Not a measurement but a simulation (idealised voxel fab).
process module | voxel tone inversion
cross-section cut | 295 nm wide | cells 5 nm
A cross-section is a grid of square cells, given in bands from the top down. A band is one or more rows of cells.
Each band's line starts with the height of the band's top and of its bottom, in nm. Then come its materials from left to right, each with its width in nm. One material with "throughout" fills the band from edge to edge. "air" is empty space.
Height 0 is the level under which the wafer as received is all one material. The lowest band goes on downwards, as in "0 down".
A width such as "30 to 40" changes by the same amount from each row of cells to the next, from the band's top row to its bottom row.
"no change" after a step means that no cell of the cross-section changed.
closed voids: empty space of 8 cells or more with no open way to the top, each as width x height at its distance from the left edge, in nm
after a step's settings: what the simulator itself notes on the step
overlay nm, on a step with a mask: how far to the right of its planned place the mask lay; to the left if negative
plan
1 op RECEIVE | material Si
2 op CONFORMAL_DEP | material SiCN | thk nm 10
3 op DIRECTIONAL_DEP | material polySi | thk nm 25
4 op PATTERN | tone cover | mask id POSTS | material resist | width nm 25 | pitch nm 45 | thk nm 35 | overlay nm 0
5 op DIRECTIONAL_ETCH | etch materials polySi | depth nm 25
6 op STRIP | etch materials resist
7 op FILL_DEP | material lowk | thk nm 5
8 op CMP | height nm 35
9 op STRIP | etch materials polySi
10 op CONFORMAL_DEP | material TiN | thk nm 5
11 op FILL_DEP | material Cu | thk nm 5
12 op CMP | height nm 35
13 op CONFORMAL_DEP | material SiCN | thk nm 5
first wafer, as planned
as received, after step 1
  0 down: Si throughout
  closed voids: none
after step 2
  10 to 0: SiCN throughout
  below 0: unchanged
after step 3
  35 to 10: polySi throughout
  below 10: unchanged
after step 4
  70 to 35: air 65 | resist 25 | air 20 | resist 25 | air 20 | resist 25 | air 20 | resist 25 | air 70
  below 35: unchanged
after step 5
  70 to 35: air 65 | resist 25 | air 20 | resist 25 | air 20 | resist 25 | air 20 | resist 25 | air 70
  35 to 10: air 65 | polySi 25 | air 20 | polySi 25 | air 20 | polySi 25 | air 20 | polySi 25 | air 70
  below 10: unchanged
after step 6
  35 to 10: air 65 | polySi 25 | air 20 | polySi 25 | air 20 | polySi 25 | air 20 | polySi 25 | air 70
  below 10: unchanged
after step 7
  40 to 35: lowk throughout
  35 to 10: lowk 65 | polySi 25 | lowk 20 | polySi 25 | lowk 20 | polySi 25 | lowk 20 | polySi 25 | lowk 70
  below 10: unchanged
after step 8
  35 to 10: lowk 65 | polySi 25 | lowk 20 | polySi 25 | lowk 20 | polySi 25 | lowk 20 | polySi 25 | lowk 70
  below 10: unchanged
after step 9
  35 to 10: lowk 65 | air 25 | lowk 20 | air 25 | lowk 20 | air 25 | lowk 20 | air 25 | lowk 70
  below 10: unchanged
after step 10
  40 to 35: TiN 70 | air 15 | TiN 30 | air 15 | TiN 30 | air 15 | TiN 30 | air 15 | TiN 75
  35 to 15: lowk 65 | TiN 5 | air 15 | TiN 5 | lowk 20 | TiN 5 | air 15 | TiN 5 | lowk 20 | TiN 5 | air 15 | TiN 5 | lowk 20 | TiN 5 | air 15 | TiN 5 | lowk 70
  15 to 10: lowk 65 | TiN 25 | lowk 20 | TiN 25 | lowk 20 | TiN 25 | lowk 20 | TiN 25 | lowk 70
  below 10: unchanged
after step 11
  45 to 40: Cu throughout
  40 to 35: TiN 70 | Cu 15 | TiN 30 | Cu 15 | TiN 30 | Cu 15 | TiN 30 | Cu 15 | TiN 75
  35 to 15: lowk 65 | TiN 5 | Cu 15 | TiN 5 | lowk 20 | TiN 5 | Cu 15 | TiN 5 | lowk 20 | TiN 5 | Cu 15 | TiN 5 | lowk 20 | TiN 5 | Cu 15 | TiN 5 | lowk 70
  below 15: unchanged
after step 12
  35 to 15: lowk 65 | TiN 5 | Cu 15 | TiN 5 | lowk 20 | TiN 5 | Cu 15 | TiN 5 | lowk 20 | TiN 5 | Cu 15 | TiN 5 | lowk 20 | TiN 5 | Cu 15 | TiN 5 | lowk 70
  below 15: unchanged
after step 13
  40 to 35: SiCN throughout
  below 35: unchanged
second wafer: like start, like plan, one mistake. Through step 6 it matches the first wafer
when step 7 should have ended
  40 to 35: Cu throughout
  35 to 10: Cu 65 | polySi 25 | Cu 20 | polySi 25 | Cu 20 | polySi 25 | Cu 20 | polySi 25 | Cu 70
  below 10: unchanged
when step 8 should have ended
  35 to 10: Cu 65 | polySi 25 | Cu 20 | polySi 25 | Cu 20 | polySi 25 | Cu 20 | polySi 25 | Cu 70
  below 10: unchanged
when step 9 should have ended
  35 to 10: Cu 65 | air 25 | Cu 20 | air 25 | Cu 20 | air 25 | Cu 20 | air 25 | Cu 70
  below 10: unchanged
when step 10 should have ended
  40 to 35: TiN 70 | air 15 | TiN 30 | air 15 | TiN 30 | air 15 | TiN 30 | air 15 | TiN 75
  35 to 15: Cu 65 | TiN 5 | air 15 | TiN 5 | Cu 20 | TiN 5 | air 15 | TiN 5 | Cu 20 | TiN 5 | air 15 | TiN 5 | Cu 20 | TiN 5 | air 15 | TiN 5 | Cu 70
  15 to 10: Cu 65 | TiN 25 | Cu 20 | TiN 25 | Cu 20 | TiN 25 | Cu 20 | TiN 25 | Cu 70
  below 10: unchanged
when step 11 should have ended
  45 to 40: Cu throughout
  40 to 35: TiN 70 | Cu 15 | TiN 30 | Cu 15 | TiN 30 | Cu 15 | TiN 30 | Cu 15 | TiN 75
  35 to 15: Cu 65 | TiN 5 | Cu 15 | TiN 5 | Cu 20 | TiN 5 | Cu 15 | TiN 5 | Cu 20 | TiN 5 | Cu 15 | TiN 5 | Cu 20 | TiN 5 | Cu 15 | TiN 5 | Cu 70
  below 15: unchanged
when step 12 should have ended
  35 to 15: Cu 65 | TiN 5 | Cu 15 | TiN 5 | Cu 20 | TiN 5 | Cu 15 | TiN 5 | Cu 20 | TiN 5 | Cu 15 | TiN 5 | Cu 20 | TiN 5 | Cu 15 | TiN 5 | Cu 70
  below 15: unchanged
when step 13 should have ended
  40 to 35: SiCN throughout
  below 35: unchanged
what went wrong: step 7 ran as: op FILL_DEP | material Cu | thk nm 5
at the end the second wafer has, in cells: 195 more of Cu | 195 fewer of lowk
